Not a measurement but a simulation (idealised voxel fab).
process module | voxel lift off
cross-section cut | 215 nm wide | cells 5 nm
A cross-section is a grid of square cells, given in bands from the top down. A band is one or more rows of cells.
Each band's line starts with the height of the band's top and of its bottom, in nm. Then come its materials from left to right, each with its width in nm. One material with "throughout" fills the band from edge to edge. "air" is empty space.
Height 0 is the level under which the wafer as received is all one material. The lowest band goes on downwards, as in "0 down".
A width such as "30 to 40" changes by the same amount from each row of cells to the next, from the band's top row to its bottom row.
"no change" after a step means that no cell of the cross-section changed.
closed voids: empty space of 8 cells or more with no open way to the top, each as width x height at its distance from the left edge, in nm
after a step's settings: what the simulator itself notes on the step
overlay nm, on a step with a mask: how far to the right of its planned place the mask lay; to the left if negative
plan
1 op RECEIVE | material Si
2 op CONFORMAL_DEP | material SiN | thk nm 5
3 op PATTERN | tone open | mask id LINES | material resist | width nm 20 | pitch nm 45 | thk nm 20 | overlay nm 0
4 op DIRECTIONAL_DEP | material Ru | thk nm 5
5 op STRIP | etch materials resist
6 op CONFORMAL_DEP | material SiCN | thk nm 5
as received, after step 1
  0 down: Si throughout
  closed voids: none
a wafer at the end: this start, this plan, one mistake
  15 to 10: air 45 | SiN 30 | air 15 | SiN 30 | air 15 | SiN 30 | air 50
  10 to 5: SiN 50 | Ru 20 | SiN 25 | Ru 20 | SiN 25 | Ru 20 | SiN 55
  5 to 0: SiN throughout
  0 down: Si throughout
  closed voids: none
what went wrong: step 6 ran as: op CONFORMAL_DEP | material SiN | thk nm 5
